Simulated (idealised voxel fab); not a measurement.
Process module name: voxel self aligned vias
Xsec cut, 290 nm wide, square cell size 5 nm.
Throughout this document, each cross-section is represented as a grid of square cells and is presented as a sequence of bands enumerated from the top downward, where a band comprises one or more rows of cells.
Heights first: top, then bottom, in nm. Then materials, left to right, each with a width in nm. "all across" on a single material: fills the band edge to edge. "empty": empty space.
The reference from which all heights are counted is 0, the level beneath which the as-received wafer is entirely one material; the lowest band, having no lower bound, proceeds downward and is written after the example "0 down".
Read "30->40" as a graded width: first number on top, second number at the bottom, same change between each pair of neighbouring rows.
"stayed the same", as given for a step, is the statement that not any cell of the cross-section underwent a change during that step.
The entry titled "Sealed voids" provides the empty spaces that have no open way to the top, restricted to those of 8 cells or more. Each is presented as width x height at distance, the distance being measured from the left edge, with all three in nm.
If you see something after the settings on a step's line, that's the simulator's own remark about that step.
You can add "overlay nm" to a step's line. For a step with a mask, it describes how far the mask lay to the right of its planned position, and a negative number describes a lay to the left.
List of planned process steps
- 1: RECEIVE | material Si
- 2: CONFORMAL_DEP | material SiO2 | thk nm 10
- 3: CONFORMAL_DEP | material SiCN | thk nm 5
- 4: DIRECTIONAL_DEP | material lowk | thk nm 30
- 5: DIRECTIONAL_DEP | material aC | thk nm 10
- 6: PATTERN | tone open | mask id LINES | material resist | width nm 30 | pitch nm 80 | thk nm 25 | overlay nm 0
- 7: DIRECTIONAL_ETCH | etch materials aC | depth nm 10
- 8: STRIP | etch materials resist
- 9: DIRECTIONAL_ETCH | etch materials lowk | depth nm 30
- 10: STRIP | etch materials aC
- 11: CONFORMAL_DEP | material TiN | thk nm 5
- 12: FILL_DEP | material Ru | thk nm 5
- 13: CMP | height nm 45
- 14: SELECTIVE_ETCH | etch materials W Ru TiN | depth nm 10
- 15: FILL_DEP | material SiN | thk nm 5
- 16: CMP | height nm 45
- 17: DIRECTIONAL_DEP | material lowk | thk nm 15
- 18: DIRECTIONAL_DEP | material aC | thk nm 15
- 19: PATTERN | tone open | mask id VIAS | material resist | width nm 50 | pitch nm 80 | thk nm 35 | overlay nm 0
- 20: DIRECTIONAL_ETCH | etch materials aC | depth nm 15
- 21: STRIP | etch materials resist
- 22: DIRECTIONAL_ETCH | etch materials lowk | depth nm 15
- 23: DIRECTIONAL_ETCH | etch materials SiN | depth nm 10
- 24: STRIP | etch materials aC
- 25: CONFORMAL_DEP | material TiN | thk nm 5
- 26: FILL_DEP | material Ru | thk nm 5
- 27: CMP | height nm 60
- 28: CONFORMAL_DEP | material SiCN | thk nm 5
First wafer of two (run as planned)
Shown in cross-section is the wafer as received, that is, as it stands after step 1
* 0 down  Si all across
* Sealed voids: none
Wafer after step 2 (cross-section)
* 10 to 0  SiO2 all across
* Beneath the level 0, the cross-section is identical to its previous state.
Wafer after step 3 (cross-section)
* 15 to 10  SiCN all across
* Beneath the level 10, the cross-section is identical to its previous state.
Wafer after step 4 (cross-section)
* 45 to 15  lowk all across
* Beneath the level 15, the cross-section is identical to its previous state.
Wafer after step 5 (cross-section)
* 55 to 45  aC all across
* Beneath the level 45, the cross-section is identical to its previous state.
Wafer after step 6 (cross-section)
* 80 to 55  90 nm resist / 30 nm empty / 50 nm resist / 30 nm empty / 90 nm resist
* Beneath the level 55, the cross-section is identical to its previous state.
Wafer after step 7 (cross-section)
* 70 to 55  90 nm resist / 30 nm empty / 50 nm resist / 30 nm empty / 90 nm resist
* 55 to 45  90 nm aC / 30 nm empty / 50 nm aC / 30 nm empty / 90 nm aC
* Beneath the level 45, the cross-section is identical to its previous state.
Wafer after step 8 (cross-section)
* 55 to 45  90 nm aC / 30 nm empty / 50 nm aC / 30 nm empty / 90 nm aC
* Beneath the level 45, the cross-section is identical to its previous state.
Wafer after step 9 (cross-section)
* 55 to 45  90 nm aC / 30 nm empty / 50 nm aC / 30 nm empty / 90 nm aC
* 45 to 15  90 nm lowk / 30 nm empty / 50 nm lowk / 30 nm empty / 90 nm lowk
* Beneath the level 15, the cross-section is identical to its previous state.
Wafer after step 10 (cross-section)
* 45 to 15  90 nm lowk / 30 nm empty / 50 nm lowk / 30 nm empty / 90 nm lowk
* Beneath the level 15, the cross-section is identical to its previous state.
Wafer after step 11 (cross-section)
* 50 to 45  95 nm TiN / 20 nm empty / 60 nm TiN / 20 nm empty / 95 nm TiN
* 45 to 20  90 nm lowk / 5 nm TiN / 20 nm empty / 5 nm TiN / 50 nm lowk / 5 nm TiN / 20 nm empty / 5 nm TiN / 90 nm lowk
* 20 to 15  90 nm lowk / 30 nm TiN / 50 nm lowk / 30 nm TiN / 90 nm lowk
* Beneath the level 15, the cross-section is identical to its previous state.
Wafer after step 12 (cross-section)
* 55 to 50  Ru all across
* 50 to 45  95 nm TiN / 20 nm Ru / 60 nm TiN / 20 nm Ru / 95 nm TiN
* 45 to 20  90 nm lowk / 5 nm TiN / 20 nm Ru / 5 nm TiN / 50 nm lowk / 5 nm TiN / 20 nm Ru / 5 nm TiN / 90 nm lowk
* Beneath the level 20, the cross-section is identical to its previous state.
Wafer after step 13 (cross-section)
* 45 to 20  90 nm lowk / 5 nm TiN / 20 nm Ru / 5 nm TiN / 50 nm lowk / 5 nm TiN / 20 nm Ru / 5 nm TiN / 90 nm lowk
* Beneath the level 20, the cross-section is identical to its previous state.
Wafer after step 14 (cross-section)
* 45 to 35  90 nm lowk / 30 nm empty / 50 nm lowk / 30 nm empty / 90 nm lowk
* Beneath the level 35, the cross-section is identical to its previous state.
Wafer after step 15 (cross-section)
* 50 to 45  SiN all across
* 45 to 35  90 nm lowk / 30 nm SiN / 50 nm lowk / 30 nm SiN / 90 nm lowk
* Beneath the level 35, the cross-section is identical to its previous state.
Wafer after step 16 (cross-section)
* 45 to 35  90 nm lowk / 30 nm SiN / 50 nm lowk / 30 nm SiN / 90 nm lowk
* Beneath the level 35, the cross-section is identical to its previous state.
Wafer after step 17 (cross-section)
* 60 to 45  lowk all across
* Beneath the level 45, the cross-section is identical to its previous state.
Wafer after step 18 (cross-section)
* 75 to 60  aC all across
* Beneath the level 60, the cross-section is identical to its previous state.
Wafer after step 19 (cross-section)
* 110 to 75  80 nm resist / 50 nm empty / 30 nm resist / 50 nm empty / 80 nm resist
* Beneath the level 75, the cross-section is identical to its previous state.
Wafer after step 20 (cross-section)
* 95 to 75  80 nm resist / 50 nm empty / 30 nm resist / 50 nm empty / 80 nm resist
* 75 to 60  80 nm aC / 50 nm empty / 30 nm aC / 50 nm empty / 80 nm aC
* Beneath the level 60, the cross-section is identical to its previous state.
Wafer after step 21 (cross-section)
* 75 to 60  80 nm aC / 50 nm empty / 30 nm aC / 50 nm empty / 80 nm aC
* Beneath the level 60, the cross-section is identical to its previous state.
Wafer after step 22 (cross-section)
* 75 to 60  80 nm aC / 50 nm empty / 30 nm aC / 50 nm empty / 80 nm aC
* 60 to 45  80 nm lowk / 50 nm empty / 30 nm lowk / 50 nm empty / 80 nm lowk
* Beneath the level 45, the cross-section is identical to its previous state.
Wafer after step 23 (cross-section)
* 75 to 60  80 nm aC / 50 nm empty / 30 nm aC / 50 nm empty / 80 nm aC
* 60 to 45  80 nm lowk / 50 nm empty / 30 nm lowk / 50 nm empty / 80 nm lowk
* 45 to 35  90 nm lowk / 30 nm empty / 50 nm lowk / 30 nm empty / 90 nm lowk
* Beneath the level 35, the cross-section is identical to its previous state.
Wafer after step 24 (cross-section)
* 60 to 45  80 nm lowk / 50 nm empty / 30 nm lowk / 50 nm empty / 80 nm lowk
* Beneath the level 45, the cross-section is identical to its previous state.
Wafer after step 25 (cross-section)
* 65 to 60  85 nm TiN / 40 nm empty / 40 nm TiN / 40 nm empty / 85 nm TiN
* 60 to 50  80 nm lowk / 5 nm TiN / 40 nm empty / 5 nm TiN / 30 nm lowk / 5 nm TiN / 40 nm empty / 5 nm TiN / 80 nm lowk
* 50 to 40  80->90 nm lowk / 15->5 nm TiN / 20 nm empty / 15->5 nm TiN / 30->50 nm lowk / 15->5 nm TiN / 20 nm empty / 15->5 nm TiN / 80->90 nm lowk
* 40 to 35  90 nm lowk / 30 nm TiN / 50 nm lowk / 30 nm TiN / 90 nm lowk
* Beneath the level 35, the cross-section is identical to its previous state.
Wafer after step 26 (cross-section)
* 70 to 65  Ru all across
* 65 to 60  85 nm TiN / 40 nm Ru / 40 nm TiN / 40 nm Ru / 85 nm TiN
* 60 to 50  80 nm lowk / 5 nm TiN / 40 nm Ru / 5 nm TiN / 30 nm lowk / 5 nm TiN / 40 nm Ru / 5 nm TiN / 80 nm lowk
* 50 to 40  80->90 nm lowk / 15->5 nm TiN / 20 nm Ru / 15->5 nm TiN / 30->50 nm lowk / 15->5 nm TiN / 20 nm Ru / 15->5 nm TiN / 80->90 nm lowk
* Beneath the level 40, the cross-section is identical to its previous state.
Wafer after step 27 (cross-section)
* 60 to 50  80 nm lowk / 5 nm TiN / 40 nm Ru / 5 nm TiN / 30 nm lowk / 5 nm TiN / 40 nm Ru / 5 nm TiN / 80 nm lowk
* Beneath the level 50, the cross-section is identical to its previous state.
Wafer after step 28 (cross-section)
* 65 to 60  SiCN all across
* Beneath the level 60, the cross-section is identical to its previous state.
Companion wafer, the second of two: same beginning, same intended sequence, one mistake in carrying it out; through step 5 inclusive it tracks the first exactly
Second wafer profile in section, at the moment step 6 of the plan was meant to be complete
* 80 to 55  95 nm resist / 30 nm empty / 50 nm resist / 30 nm empty / 85 nm resist
* Beneath the level 55, the cross-section is identical to its previous state.
Second wafer profile in section, at the moment step 7 of the plan was meant to be complete
* 70 to 55  95 nm resist / 30 nm empty / 50 nm resist / 30 nm empty / 85 nm resist
* 55 to 45  95 nm aC / 30 nm empty / 50 nm aC / 30 nm empty / 85 nm aC
* Beneath the level 45, the cross-section is identical to its previous state.
Second wafer profile in section, at the moment step 8 of the plan was meant to be complete
* 55 to 45  95 nm aC / 30 nm empty / 50 nm aC / 30 nm empty / 85 nm aC
* Beneath the level 45, the cross-section is identical to its previous state.
Second wafer profile in section, at the moment step 9 of the plan was meant to be complete
* 55 to 45  95 nm aC / 30 nm empty / 50 nm aC / 30 nm empty / 85 nm aC
* 45 to 15  95 nm lowk / 30 nm empty / 50 nm lowk / 30 nm empty / 85 nm lowk
* Beneath the level 15, the cross-section is identical to its previous state.
Second wafer profile in section, at the moment step 10 of the plan was meant to be complete
* 45 to 15  95 nm lowk / 30 nm empty / 50 nm lowk / 30 nm empty / 85 nm lowk
* Beneath the level 15, the cross-section is identical to its previous state.
Second wafer profile in section, at the moment step 11 of the plan was meant to be complete
* 50 to 45  100 nm TiN / 20 nm empty / 60 nm TiN / 20 nm empty / 90 nm TiN
* 45 to 20  95 nm lowk / 5 nm TiN / 20 nm empty / 5 nm TiN / 50 nm lowk / 5 nm TiN / 20 nm empty / 5 nm TiN / 85 nm lowk
* 20 to 15  95 nm lowk / 30 nm TiN / 50 nm lowk / 30 nm TiN / 85 nm lowk
* Beneath the level 15, the cross-section is identical to its previous state.
Second wafer profile in section, at the moment step 12 of the plan was meant to be complete
* 55 to 50  Ru all across
* 50 to 45  100 nm TiN / 20 nm Ru / 60 nm TiN / 20 nm Ru / 90 nm TiN
* 45 to 20  95 nm lowk / 5 nm TiN / 20 nm Ru / 5 nm TiN / 50 nm lowk / 5 nm TiN / 20 nm Ru / 5 nm TiN / 85 nm lowk
* Beneath the level 20, the cross-section is identical to its previous state.
Second wafer profile in section, at the moment step 13 of the plan was meant to be complete
* 45 to 20  95 nm lowk / 5 nm TiN / 20 nm Ru / 5 nm TiN / 50 nm lowk / 5 nm TiN / 20 nm Ru / 5 nm TiN / 85 nm lowk
* Beneath the level 20, the cross-section is identical to its previous state.
Second wafer profile in section, at the moment step 14 of the plan was meant to be complete
* 45 to 35  95 nm lowk / 30 nm empty / 50 nm lowk / 30 nm empty / 85 nm lowk
* Beneath the level 35, the cross-section is identical to its previous state.
Second wafer profile in section, at the moment step 15 of the plan was meant to be complete
* 50 to 45  SiN all across
* 45 to 35  95 nm lowk / 30 nm SiN / 50 nm lowk / 30 nm SiN / 85 nm lowk
* Beneath the level 35, the cross-section is identical to its previous state.
Second wafer profile in section, at the moment step 16 of the plan was meant to be complete
* 45 to 35  95 nm lowk / 30 nm SiN / 50 nm lowk / 30 nm SiN / 85 nm lowk
* Beneath the level 35, the cross-section is identical to its previous state.
Second wafer profile in section, at the moment step 17 of the plan was meant to be complete
* 60 to 45  lowk all across
* Beneath the level 45, the cross-section is identical to its previous state.
Second wafer profile in section, at the moment step 18 of the plan was meant to be complete
* 75 to 60  aC all across
* Beneath the level 60, the cross-section is identical to its previous state.
Second wafer profile in section, at the moment step 19 of the plan was meant to be complete
* 110 to 75  80 nm resist / 50 nm empty / 30 nm resist / 50 nm empty / 80 nm resist
* Beneath the level 75, the cross-section is identical to its previous state.
Second wafer profile in section, at the moment step 20 of the plan was meant to be complete
* 95 to 75  80 nm resist / 50 nm empty / 30 nm resist / 50 nm empty / 80 nm resist
* 75 to 60  80 nm aC / 50 nm empty / 30 nm aC / 50 nm empty / 80 nm aC
* Beneath the level 60, the cross-section is identical to its previous state.
Second wafer profile in section, at the moment step 21 of the plan was meant to be complete
* 75 to 60  80 nm aC / 50 nm empty / 30 nm aC / 50 nm empty / 80 nm aC
* Beneath the level 60, the cross-section is identical to its previous state.
Second wafer profile in section, at the moment step 22 of the plan was meant to be complete
* 75 to 60  80 nm aC / 50 nm empty / 30 nm aC / 50 nm empty / 80 nm aC
* 60 to 45  80 nm lowk / 50 nm empty / 30 nm lowk / 50 nm empty / 80 nm lowk
* Beneath the level 45, the cross-section is identical to its previous state.
Second wafer profile in section, at the moment step 23 of the plan was meant to be complete
* 75 to 60  80 nm aC / 50 nm empty / 30 nm aC / 50 nm empty / 80 nm aC
* 60 to 45  80 nm lowk / 50 nm empty / 30 nm lowk / 50 nm empty / 80 nm lowk
* 45 to 35  95 nm lowk / 30 nm empty / 50 nm lowk / 30 nm empty / 85 nm lowk
* Beneath the level 35, the cross-section is identical to its previous state.
Second wafer profile in section, at the moment step 24 of the plan was meant to be complete
* 60 to 45  80 nm lowk / 50 nm empty / 30 nm lowk / 50 nm empty / 80 nm lowk
* Beneath the level 45, the cross-section is identical to its previous state.
Second wafer profile in section, at the moment step 25 of the plan was meant to be complete
* 65 to 60  85 nm TiN / 40 nm empty / 40 nm TiN / 40 nm empty / 85 nm TiN
* 60 to 50  80 nm lowk / 5 nm TiN / 40 nm empty / 5 nm TiN / 30 nm lowk / 5 nm TiN / 40 nm empty / 5 nm TiN / 80 nm lowk
* 50 to 40  80->95 nm lowk / 20->5 nm TiN / 20 nm empty / 10->5 nm TiN / 30->50 nm lowk / 20->5 nm TiN / 20 nm empty / 10->5 nm TiN / 80->85 nm lowk
* 40 to 35  95 nm lowk / 30 nm TiN / 50 nm lowk / 30 nm TiN / 85 nm lowk
* Beneath the level 35, the cross-section is identical to its previous state.
Second wafer profile in section, at the moment step 26 of the plan was meant to be complete
* 70 to 65  Ru all across
* 65 to 60  85 nm TiN / 40 nm Ru / 40 nm TiN / 40 nm Ru / 85 nm TiN
* 60 to 50  80 nm lowk / 5 nm TiN / 40 nm Ru / 5 nm TiN / 30 nm lowk / 5 nm TiN / 40 nm Ru / 5 nm TiN / 80 nm lowk
* 50 to 40  80->95 nm lowk / 20->5 nm TiN / 20 nm Ru / 10->5 nm TiN / 30->50 nm lowk / 20->5 nm TiN / 20 nm Ru / 10->5 nm TiN / 80->85 nm lowk
* Beneath the level 40, the cross-section is identical to its previous state.
Second wafer profile in section, at the moment step 27 of the plan was meant to be complete
* 60 to 50  80 nm lowk / 5 nm TiN / 40 nm Ru / 5 nm TiN / 30 nm lowk / 5 nm TiN / 40 nm Ru / 5 nm TiN / 80 nm lowk
* Beneath the level 50, the cross-section is identical to its previous state.
Second wafer profile in section, at the moment step 28 of the plan was meant to be complete
* 65 to 60  SiCN all across
* Beneath the level 60, the cross-section is identical to its previous state.
What was done differently from what was planned? it should be noted that step 6 was executed with settings other than those planned, the operation and settings actually applied being PATTERN | tone open | mask id LINES | material resist | width nm 30 | pitch nm 80 | thk nm 25 | overlay nm 5
Cell counts per material: same on both final wafers. Positions: different.
